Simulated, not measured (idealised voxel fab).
Title: Process Module voxel self aligned contacts
Cross-section cut: width 185 nm, square cells of 5 nm.
When this document writes out a cross-section, it uses a grid of square cells and lists it as bands, beginning at the top and moving down, with a band standing for one or more rows of cells. What a band's entry tells you: where the top is and where the bottom is, as heights in nm, and after that what lies inside, material by material from left to right, each with its width in nm. Empty space is written as the word "air", and a single material marked with the word "everywhere" occupies the band from edge to edge. Height 0 is the level under which the wafer as received is all one material. The lowest band goes on downwards, as in "from 0 down". Top row gets the first number, bottom row gets the second, and each row in between changes by the same step: that is how a band width like "30->40" works. Any step labelled "no change" changed none of the cells in the cross-section. "Unvented internal voids" means: voids of 8 cells or more that are shut off from the top with no open way through. Written width x height at distance, distance from the left edge, in nm. Read whatever lies past the settings on a step's line as the simulator's own remark about the step. The setting "overlay nm" may be written on the line of a step. When the step uses a mask, the value reports how far to the right of the planned place the mask lay, and a negative value reports that it lay to the left.

[Here's what the planned process steps look like]
1: RECEIVE (material Si)
2: CONFORMAL_DEP (material SiO2; thk nm 5)
3: DIRECTIONAL_DEP (material polySi; thk nm 20)
4: DIRECTIONAL_DEP (material SiN; thk nm 20)
5: PATTERN (tone cover; mask id GATE; material resist; width nm 25; pitch nm 60; thk nm 15; overlay nm 0)
6: DIRECTIONAL_ETCH (etch materials SiN; depth nm 20)
7: DIRECTIONAL_ETCH (etch materials polySi; depth nm 20)
8: STRIP (etch materials resist)
9: CONFORMAL_DEP (material SiN; thk nm 5)
10: DIRECTIONAL_ETCH (etch materials SiN; depth nm 5)
11: FILL_DEP (material SiO2; thk nm 15)
12: CMP (height nm 50)
13: PATTERN (tone open; mask id CONTACT; material resist; width nm 45; thk nm 15; overlay nm 0)
14: DIRECTIONAL_ETCH (etch materials SiO2; depth nm 50)
15: STRIP (etch materials resist)
16: CONFORMAL_DEP (material TiN; thk nm 5)
17: FILL_DEP (material Ru; thk nm 5)
18: CMP (height nm 50)
19: CONFORMAL_DEP (material SiN; thk nm 5)

[Step 1 complete: cross-section of the wafer as received]
	from 0 down: Si everywhere
	Unvented internal voids: none

[End-of-module cross-section of the first of two wafers, processed as planned]
	from 55 to 50: SiN everywhere
	from 50 to 45: SiO2 70 nm, TiN 15 nm, Ru 15 nm, TiN 15 nm, SiO2 70 nm
	from 45 to 25: SiO2 45 nm, SiN 35 nm, TiN 5 nm, Ru 15 nm, TiN 5 nm, SiN 35 nm, SiO2 45 nm
	from 25 to 5: SiO2 45 nm, SiN 5 nm, polySi 25 nm, SiN 5 nm, TiN 5 nm, Ru 15 nm, TiN 5 nm, SiN 5 nm, polySi 25 nm, SiN 5 nm, SiO2 45 nm
	from 5 to 0: SiO2 80 nm, TiN 25 nm, SiO2 80 nm
	from 0 down: Si everywhere
	Unvented internal voids: none

[Cross-section at end of module for the second wafer of two, which matched the first in starting point and plan and differed by one mistake in its processing]
	from 55 to 50: SiN everywhere
	from 50 to 45: SiO2 70 nm, TiN 20 nm, Ru 5 nm, TiN 20 nm, SiO2 70 nm
	from 45 to 25: SiO2 40 nm, SiN 45 nm, TiN 5 nm, Ru 5 nm, TiN 5 nm, SiN 45 nm, SiO2 40 nm
	from 25 to 5: SiO2 40 nm, SiN 5 nm, polySi 35 nm, SiN 5 nm, TiN 5 nm, Ru 5 nm, TiN 5 nm, SiN 5 nm, polySi 35 nm, SiN 5 nm, SiO2 40 nm
	from 5 to 0: SiO2 85 nm, TiN 15 nm, SiO2 85 nm
	from 0 down: Si everywhere
	Unvented internal voids: none
Where did the run depart from the plan? it should be noted that step 5 was executed with settings other than those planned, the operation and settings actually applied being PATTERN (tone cover; mask id GATE; material resist; width nm 35; pitch nm 60; thk nm 15; overlay nm 0)
Cell-count delta at end, second wafer over first, by material: 18 fewer of Ru; 16 more of SiN; 14 fewer of SiO2; 16 more of polySi
